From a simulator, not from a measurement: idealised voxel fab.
Process module heading - voxel gate over fins
The cross-section on display is named cut; it measures 160 nm wide, and its cells are 5 nm squares.
In what follows, cross-sections appear as grids of square cells, described through bands that run from the top down, where every band is one or more rows of cells. Quick guide to a band line: top height, bottom height (nm) up front; then every material left to right with its width in nm. Only one material and it's marked "everywhere"? Then it fills the band edge to edge. And "blank" just means empty space. Convention: height 0 is the level below which the wafer, as received, is all one material. The lowest band does not terminate at the bottom but continues downward, represented as "0 nm and below". Width "30 to 40": first value at the band's top row of cells, second value at its bottom row, equal change from row to row. Step marked "no alteration"? Then no cell in the cross-section changed in it. The entry titled "Encapsulated voids" provides the empty spaces that have no open way to the top, restricted to those of 8 cells or more. Each is presented as width x height at distance, the distance being measured from the left edge, with all three in nm. If you see something after the settings on a step's line, that's the simulator's own remark about that step. overlay nm: mask right of planned place by this much (step with mask). Neg. = left.
## Steps in the process plan
1,RECEIVE with material Si
2,CONFORMAL_DEP with material SiN, thk nm 5
3,DIRECTIONAL_DEP with material aC, thk nm 15
4,PATTERN with tone cover, mask id FINS, material resist, width nm 15, pitch nm 60, thk nm 30, overlay nm 0
5,DIRECTIONAL_ETCH with etch materials aC, depth nm 15
6,STRIP with etch materials resist
7,DIRECTIONAL_ETCH with etch materials SiN, depth nm 5
8,DIRECTIONAL_ETCH with etch materials Si, depth nm 40
9,STRIP with etch materials aC
10,OXIDIZE with depth nm 5
11,FILL_DEP with material SiO2, thk nm 10
12,CMP with height nm 5
13,DIRECTIONAL_DEP with material aC, thk nm 15
14,PATTERN with tone open, mask id RAIL, material resist, width nm 15, thk nm 35, overlay nm 0
15,DIRECTIONAL_ETCH with etch materials aC, depth nm 15
16,STRIP with etch materials resist
17,DIRECTIONAL_ETCH with etch materials SiO2, depth nm 40
18,STRIP with etch materials aC
19,CONFORMAL_DEP with material TiN, thk nm 5
20,FILL_DEP with material W, thk nm 5
21,CMP with height nm 5
22,SELECTIVE_ETCH with etch materials W Ru TiN, depth nm 20
23,FILL_DEP with material SiO2, thk nm 5
24,CMP with height nm 5
25,SELECTIVE_ETCH with etch materials SiO2, depth nm 15
26,STRIP with etch materials SiN
27,CONFORMAL_DEP with material HfO2, thk nm 5
28,CONFORMAL_DEP with material TiN, thk nm 5
29,CONFORMAL_DEP with material TiAl, thk nm 5
30,CONFORMAL_DEP with material TiN, thk nm 5
31,FILL_DEP with material W, thk nm 15
32,CMP with height nm 30
33,CONFORMAL_DEP with material SiCN, thk nm 10
## Account of the first of two wafers, which was processed as intended
## So this is the incoming wafer in cross-section - it's already been through step 1
* 0 nm and below  Si everywhere
* Encapsulated voids: none
## Cross-section through the wafer, step 2 finished
* 5 nm to 0 nm  SiN everywhere
* Heights below 0 show no change.
## Cross-section through the wafer, step 3 finished
* 20 nm to 5 nm  aC everywhere
* Heights below 5 show no change.
## Cross-section through the wafer, step 4 finished
* 50 nm to 20 nm  40 nm blank / 15 nm resist / 45 nm blank / 15 nm resist / 45 nm blank
* Heights below 20 show no change.
## Cross-section through the wafer, step 5 finished
* 35 nm to 20 nm  40 nm blank / 15 nm resist / 45 nm blank / 15 nm resist / 45 nm blank
* 20 nm to 5 nm  40 nm blank / 15 nm aC / 45 nm blank / 15 nm aC / 45 nm blank
* Heights below 5 show no change.
## Cross-section through the wafer, step 6 finished
* 20 nm to 5 nm  40 nm blank / 15 nm aC / 45 nm blank / 15 nm aC / 45 nm blank
* Heights below 5 show no change.
## Cross-section through the wafer, step 7 finished
* 20 nm to 5 nm  40 nm blank / 15 nm aC / 45 nm blank / 15 nm aC / 45 nm blank
* 5 nm to 0 nm  40 nm blank / 15 nm SiN / 45 nm blank / 15 nm SiN / 45 nm blank
* Heights below 0 show no change.
## Cross-section through the wafer, step 8 finished
* 20 nm to 5 nm  40 nm blank / 15 nm aC / 45 nm blank / 15 nm aC / 45 nm blank
* 5 nm to 0 nm  40 nm blank / 15 nm SiN / 45 nm blank / 15 nm SiN / 45 nm blank
* 0 nm to -40 nm  40 nm blank / 15 nm Si / 45 nm blank / 15 nm Si / 45 nm blank
* Heights below -40 show no change.
## Cross-section through the wafer, step 9 finished
* 5 nm to 0 nm  40 nm blank / 15 nm SiN / 45 nm blank / 15 nm SiN / 45 nm blank
* Heights below 0 show no change.
## Cross-section through the wafer, step 10 finished
* 5 nm to 0 nm  40 nm blank / 15 nm SiN / 45 nm blank / 15 nm SiN / 45 nm blank
* 0 nm to -40 nm  40 nm blank / 5 nm SiO2 / 5 nm Si / 5 nm SiO2 / 45 nm blank / 5 nm SiO2 / 5 nm Si / 5 nm SiO2 / 45 nm blank
* -40 nm to -45 nm  45 nm SiO2 / 5 nm Si / 55 nm SiO2 / 5 nm Si / 50 nm SiO2
* Heights below -45 show no change.
## Cross-section through the wafer, step 11 finished
* 15 nm to 5 nm  SiO2 everywhere
* 5 nm to 0 nm  40 nm SiO2 / 15 nm SiN / 45 nm SiO2 / 15 nm SiN / 45 nm SiO2
* 0 nm to -45 nm  45 nm SiO2 / 5 nm Si / 55 nm SiO2 / 5 nm Si / 50 nm SiO2
* Heights below -45 show no change.
## Cross-section through the wafer, step 12 finished
* 5 nm to 0 nm  40 nm SiO2 / 15 nm SiN / 45 nm SiO2 / 15 nm SiN / 45 nm SiO2
* Heights below 0 show no change.
## Cross-section through the wafer, step 13 finished
* 20 nm to 5 nm  aC everywhere
* Heights below 5 show no change.
## Cross-section through the wafer, step 14 finished
* 55 nm to 20 nm  70 nm resist / 15 nm blank / 75 nm resist
* Heights below 20 show no change.
## Cross-section through the wafer, step 15 finished
* 40 nm to 20 nm  70 nm resist / 15 nm blank / 75 nm resist
* 20 nm to 5 nm  70 nm aC / 15 nm blank / 75 nm aC
* Heights below 5 show no change.
## Cross-section through the wafer, step 16 finished
* 20 nm to 5 nm  70 nm aC / 15 nm blank / 75 nm aC
* Heights below 5 show no change.
## Cross-section through the wafer, step 17 finished
* 20 nm to 5 nm  70 nm aC / 15 nm blank / 75 nm aC
* 5 nm to 0 nm  40 nm SiO2 / 15 nm SiN / 15 nm SiO2 / 15 nm blank / 15 nm SiO2 / 15 nm SiN / 45 nm SiO2
* 0 nm to -35 nm  45 nm SiO2 / 5 nm Si / 20 nm SiO2 / 15 nm blank / 20 nm SiO2 / 5 nm Si / 50 nm SiO2
* Heights below -35 show no change.
## Cross-section through the wafer, step 18 finished
* 5 nm to 0 nm  40 nm SiO2 / 15 nm SiN / 15 nm SiO2 / 15 nm blank / 15 nm SiO2 / 15 nm SiN / 45 nm SiO2
* Heights below 0 show no change.
## Cross-section through the wafer, step 19 finished
* 10 nm to 5 nm  75 nm TiN / 5 nm blank / 80 nm TiN
* 5 nm to 0 nm  40 nm SiO2 / 15 nm SiN / 15 nm SiO2 / 5 nm TiN / 5 nm blank / 5 nm TiN / 15 nm SiO2 / 15 nm SiN / 45 nm SiO2
* 0 nm to -30 nm  45 nm SiO2 / 5 nm Si / 20 nm SiO2 / 5 nm TiN / 5 nm blank / 5 nm TiN / 20 nm SiO2 / 5 nm Si / 50 nm SiO2
* -30 nm to -35 nm  45 nm SiO2 / 5 nm Si / 20 nm SiO2 / 15 nm TiN / 20 nm SiO2 / 5 nm Si / 50 nm SiO2
* Heights below -35 show no change.
## Cross-section through the wafer, step 20 finished
* 15 nm to 10 nm  W everywhere
* 10 nm to 5 nm  75 nm TiN / 5 nm W / 80 nm TiN
* 5 nm to 0 nm  40 nm SiO2 / 15 nm SiN / 15 nm SiO2 / 5 nm TiN / 5 nm W / 5 nm TiN / 15 nm SiO2 / 15 nm SiN / 45 nm SiO2
* 0 nm to -30 nm  45 nm SiO2 / 5 nm Si / 20 nm SiO2 / 5 nm TiN / 5 nm W / 5 nm TiN / 20 nm SiO2 / 5 nm Si / 50 nm SiO2
* Heights below -30 show no change.
## Cross-section through the wafer, step 21 finished
* 5 nm to 0 nm  40 nm SiO2 / 15 nm SiN / 15 nm SiO2 / 5 nm TiN / 5 nm W / 5 nm TiN / 15 nm SiO2 / 15 nm SiN / 45 nm SiO2
* Heights below 0 show no change.
## Cross-section through the wafer, step 22 finished
* 5 nm to 0 nm  40 nm SiO2 / 15 nm SiN / 15 nm SiO2 / 15 nm blank / 15 nm SiO2 / 15 nm SiN / 45 nm SiO2
* 0 nm to -15 nm  45 nm SiO2 / 5 nm Si / 20 nm SiO2 / 15 nm blank / 20 nm SiO2 / 5 nm Si / 50 nm SiO2
* Heights below -15 show no change.
## Cross-section through the wafer, step 23 finished
* 10 nm to 5 nm  SiO2 everywhere
* 5 nm to 0 nm  40 nm SiO2 / 15 nm SiN / 45 nm SiO2 / 15 nm SiN / 45 nm SiO2
* 0 nm to -15 nm  45 nm SiO2 / 5 nm Si / 55 nm SiO2 / 5 nm Si / 50 nm SiO2
* Heights below -15 show no change.
## Cross-section through the wafer, step 24 finished
* 5 nm to 0 nm  40 nm SiO2 / 15 nm SiN / 45 nm SiO2 / 15 nm SiN / 45 nm SiO2
* Heights below 0 show no change.
## Cross-section through the wafer, step 25 finished
* 5 nm to 0 nm  40 nm blank / 15 nm SiN / 45 nm blank / 15 nm SiN / 45 nm blank
* 0 nm to -10 nm  45 nm blank / 5 nm Si / 55 nm blank / 5 nm Si / 50 nm blank
* Heights below -10 show no change.
## Cross-section through the wafer, step 26 finished
* 0 nm to -10 nm  45 nm blank / 5 nm Si / 55 nm blank / 5 nm Si / 50 nm blank
* Heights below -10 show no change.
## Cross-section through the wafer, step 27 finished
* 5 nm to 0 nm  40 nm blank / 15 nm HfO2 / 45 nm blank / 15 nm HfO2 / 45 nm blank
* 0 nm to -5 nm  40 nm blank / 5 nm HfO2 / 5 nm Si / 5 nm HfO2 / 45 nm blank / 5 nm HfO2 / 5 nm Si / 5 nm HfO2 / 45 nm blank
* -5 nm to -10 nm  45 nm HfO2 / 5 nm Si / 55 nm HfO2 / 5 nm Si / 50 nm HfO2
* Heights below -10 show no change.
## Cross-section through the wafer, step 28 finished
* 10 nm to 5 nm  35 nm blank / 25 nm TiN / 35 nm blank / 25 nm TiN / 40 nm blank
* 5 nm to 0 nm  35 nm blank / 5 nm TiN / 15 nm HfO2 / 5 nm TiN / 35 nm blank / 5 nm TiN / 15 nm HfO2 / 5 nm TiN / 40 nm blank
* 0 nm to -5 nm  40 nm TiN / 5 nm HfO2 / 5 nm Si / 5 nm HfO2 / 45 nm TiN / 5 nm HfO2 / 5 nm Si / 5 nm HfO2 / 45 nm TiN
* Heights below -5 show no change.
## Cross-section through the wafer, step 29 finished
* 15 nm to 10 nm  30 nm blank / 35 nm TiAl / 25 nm blank / 35 nm TiAl / 35 nm blank
* 10 nm to 5 nm  30 nm blank / 5 nm TiAl / 25 nm TiN / 5 nm TiAl / 25 nm blank / 5 nm TiAl / 25 nm TiN / 5 nm TiAl / 35 nm blank
* 5 nm to 0 nm  35 nm TiAl / 5 nm TiN / 15 nm HfO2 / 5 nm TiN / 35 nm TiAl / 5 nm TiN / 15 nm HfO2 / 5 nm TiN / 40 nm TiAl
* Heights below 0 show no change.
## Cross-section through the wafer, step 30 finished
* 20 nm to 15 nm  25 nm blank / 45 nm TiN / 15 nm blank / 45 nm TiN / 30 nm blank
* 15 nm to 10 nm  25 nm blank / 5 nm TiN / 35 nm TiAl / 5 nm TiN / 15 nm blank / 5 nm TiN / 35 nm TiAl / 5 nm TiN / 30 nm blank
* 10 nm to 5 nm  30 nm TiN / 5 nm TiAl / 25 nm TiN / 5 nm TiAl / 25 nm TiN / 5 nm TiAl / 25 nm TiN / 5 nm TiAl / 35 nm TiN
* Heights below 5 show no change.
## Cross-section through the wafer, step 31 finished
* 35 nm to 20 nm  W everywhere
* 20 nm to 15 nm  25 nm W / 45 nm TiN / 15 nm W / 45 nm TiN / 30 nm W
* 15 nm to 10 nm  25 nm W / 5 nm TiN / 35 nm TiAl / 5 nm TiN / 15 nm W / 5 nm TiN / 35 nm TiAl / 5 nm TiN / 30 nm W
* Heights below 10 show no change.
## Cross-section through the wafer, step 32 finished
* 30 nm to 20 nm  W everywhere
* Heights below 20 show no change.
## Cross-section through the wafer, step 33 finished
* 40 nm to 30 nm  SiCN everywhere
* Heights below 30 show no change.
## The remaining wafer, second of the two, started like the first and was run to the same plan, except that one mistake was made along the way; the two coincide through step 3, inclusive
## Cross-sectional representation of the second wafer at the time designated in the plan for the completion of step 4
* 50 nm to 20 nm  40 nm resist / 15 nm blank / 45 nm resist / 15 nm blank / 45 nm resist
* Heights below 20 show no change.
## Cross-sectional representation of the second wafer at the time designated in the plan for the completion of step 5
* 35 nm to 20 nm  40 nm resist / 15 nm blank / 45 nm resist / 15 nm blank / 45 nm resist
* 20 nm to 5 nm  40 nm aC / 15 nm blank / 45 nm aC / 15 nm blank / 45 nm aC
* Heights below 5 show no change.
## Cross-sectional representation of the second wafer at the time designated in the plan for the completion of step 6
* 20 nm to 5 nm  40 nm aC / 15 nm blank / 45 nm aC / 15 nm blank / 45 nm aC
* Heights below 5 show no change.
## Cross-sectional representation of the second wafer at the time designated in the plan for the completion of step 7
* 20 nm to 5 nm  40 nm aC / 15 nm blank / 45 nm aC / 15 nm blank / 45 nm aC
* 5 nm to 0 nm  40 nm SiN / 15 nm blank / 45 nm SiN / 15 nm blank / 45 nm SiN
* Heights below 0 show no change.
## Cross-sectional representation of the second wafer at the time designated in the plan for the completion of step 8
* 20 nm to 5 nm  40 nm aC / 15 nm blank / 45 nm aC / 15 nm blank / 45 nm aC
* 5 nm to 0 nm  40 nm SiN / 15 nm blank / 45 nm SiN / 15 nm blank / 45 nm SiN
* 0 nm to -40 nm  40 nm Si / 15 nm blank / 45 nm Si / 15 nm blank / 45 nm Si
* Heights below -40 show no change.
## Cross-sectional representation of the second wafer at the time designated in the plan for the completion of step 9
* 5 nm to 0 nm  40 nm SiN / 15 nm blank / 45 nm SiN / 15 nm blank / 45 nm SiN
* Heights below 0 show no change.
## Cross-sectional representation of the second wafer at the time designated in the plan for the completion of step 10
* 5 nm to 0 nm  40 nm SiN / 15 nm blank / 45 nm SiN / 15 nm blank / 45 nm SiN
* 0 nm to -40 nm  35 nm Si / 5 nm SiO2 / 15 nm blank / 5 nm SiO2 / 35 nm Si / 5 nm SiO2 / 15 nm blank / 5 nm SiO2 / 40 nm Si
* -40 nm to -45 nm  35 nm Si / 25 nm SiO2 / 35 nm Si / 25 nm SiO2 / 40 nm Si
* Heights below -45 show no change.
## Cross-sectional representation of the second wafer at the time designated in the plan for the completion of step 11
* 15 nm to 5 nm  SiO2 everywhere
* 5 nm to 0 nm  40 nm SiN / 15 nm SiO2 / 45 nm SiN / 15 nm SiO2 / 45 nm SiN
* 0 nm to -45 nm  35 nm Si / 25 nm SiO2 / 35 nm Si / 25 nm SiO2 / 40 nm Si
* Heights below -45 show no change.
## Cross-sectional representation of the second wafer at the time designated in the plan for the completion of step 12
* 5 nm to 0 nm  40 nm SiN / 15 nm SiO2 / 45 nm SiN / 15 nm SiO2 / 45 nm SiN
* Heights below 0 show no change.
## Cross-sectional representation of the second wafer at the time designated in the plan for the completion of step 13
* 20 nm to 5 nm  aC everywhere
* Heights below 5 show no change.
## Cross-sectional representation of the second wafer at the time designated in the plan for the completion of step 14
* 55 nm to 20 nm  70 nm resist / 15 nm blank / 75 nm resist
* Heights below 20 show no change.
## Cross-sectional representation of the second wafer at the time designated in the plan for the completion of step 15
* 40 nm to 20 nm  70 nm resist / 15 nm blank / 75 nm resist
* 20 nm to 5 nm  70 nm aC / 15 nm blank / 75 nm aC
* Heights below 5 show no change.
## Cross-sectional representation of the second wafer at the time designated in the plan for the completion of step 16
* 20 nm to 5 nm  70 nm aC / 15 nm blank / 75 nm aC
* Heights below 5 show no change.
Cross-sectional representation of the second wafer at the time designated in the plan for the completion of step 17: no alteration
## Cross-sectional representation of the second wafer at the time designated in the plan for the completion of step 18
* 5 nm to 0 nm  40 nm SiN / 15 nm SiO2 / 45 nm SiN / 15 nm SiO2 / 45 nm SiN
* Heights below 0 show no change.
## Cross-sectional representation of the second wafer at the time designated in the plan for the completion of step 19
* 10 nm to 5 nm  TiN everywhere
* Heights below 5 show no change.
## Cross-sectional representation of the second wafer at the time designated in the plan for the completion of step 20
* 15 nm to 10 nm  W everywhere
* Heights below 10 show no change.
## Cross-sectional representation of the second wafer at the time designated in the plan for the completion of step 21
* 5 nm to 0 nm  40 nm SiN / 15 nm SiO2 / 45 nm SiN / 15 nm SiO2 / 45 nm SiN
* Heights below 0 show no change.
Cross-sectional representation of the second wafer at the time designated in the plan for the completion of step 22: no alteration
## Cross-sectional representation of the second wafer at the time designated in the plan for the completion of step 23
* 10 nm to 5 nm  SiO2 everywhere
* Heights below 5 show no change.
## Cross-sectional representation of the second wafer at the time designated in the plan for the completion of step 24
* 5 nm to 0 nm  40 nm SiN / 15 nm SiO2 / 45 nm SiN / 15 nm SiO2 / 45 nm SiN
* Heights below 0 show no change.
## Cross-sectional representation of the second wafer at the time designated in the plan for the completion of step 25
* 5 nm to 0 nm  40 nm SiN / 15 nm blank / 45 nm SiN / 15 nm blank / 45 nm SiN
* 0 nm to -10 nm  35 nm Si / 25 nm blank / 35 nm Si / 25 nm blank / 40 nm Si
* Heights below -10 show no change.
## Cross-sectional representation of the second wafer at the time designated in the plan for the completion of step 26
* 0 nm to -10 nm  35 nm Si / 25 nm blank / 35 nm Si / 25 nm blank / 40 nm Si
* Heights below -10 show no change.
## Cross-sectional representation of the second wafer at the time designated in the plan for the completion of step 27
* 5 nm to 0 nm  40 nm HfO2 / 15 nm blank / 45 nm HfO2 / 15 nm blank / 45 nm HfO2
* 0 nm to -5 nm  35 nm Si / 5 nm HfO2 / 15 nm blank / 5 nm HfO2 / 35 nm Si / 5 nm HfO2 / 15 nm blank / 5 nm HfO2 / 40 nm Si
* -5 nm to -10 nm  35 nm Si / 25 nm HfO2 / 35 nm Si / 25 nm HfO2 / 40 nm Si
* Heights below -10 show no change.
## Cross-sectional representation of the second wafer at the time designated in the plan for the completion of step 28
* 10 nm to 5 nm  45 nm TiN / 5 nm blank / 55 nm TiN / 5 nm blank / 50 nm TiN
* 5 nm to 0 nm  40 nm HfO2 / 5 nm TiN / 5 nm blank / 5 nm TiN / 45 nm HfO2 / 5 nm TiN / 5 nm blank / 5 nm TiN / 45 nm HfO2
* 0 nm to -5 nm  35 nm Si / 5 nm HfO2 / 15 nm TiN / 5 nm HfO2 / 35 nm Si / 5 nm HfO2 / 15 nm TiN / 5 nm HfO2 / 40 nm Si
* Heights below -5 show no change.
## Cross-sectional representation of the second wafer at the time designated in the plan for the completion of step 29
* 15 nm to 10 nm  TiAl everywhere
* 10 nm to 5 nm  45 nm TiN / 5 nm TiAl / 55 nm TiN / 5 nm TiAl / 50 nm TiN
* 5 nm to 0 nm  40 nm HfO2 / 5 nm TiN / 5 nm TiAl / 5 nm TiN / 45 nm HfO2 / 5 nm TiN / 5 nm TiAl / 5 nm TiN / 45 nm HfO2
* Heights below 0 show no change.
## Cross-sectional representation of the second wafer at the time designated in the plan for the completion of step 30
* 20 nm to 15 nm  TiN everywhere
* Heights below 15 show no change.
## Cross-sectional representation of the second wafer at the time designated in the plan for the completion of step 31
* 35 nm to 20 nm  W everywhere
* Heights below 20 show no change.
## Cross-sectional representation of the second wafer at the time designated in the plan for the completion of step 32
* 30 nm to 20 nm  W everywhere
* Heights below 20 show no change.
## Cross-sectional representation of the second wafer at the time designated in the plan for the completion of step 33
* 40 nm to 30 nm  SiCN everywhere
* Heights below 30 show no change.
The plan and the run diverged here: step 4: run off-plan, actual operation and settings PATTERN with tone open, mask id FINS, material resist, width nm 15, pitch nm 60, thk nm 30, overlay nm 0
Final tally in cells, some materials are higher or lower on the second wafer than on the first: +180 Si; -128 SiO2; -4 TiAl; -17 TiN; -31 W
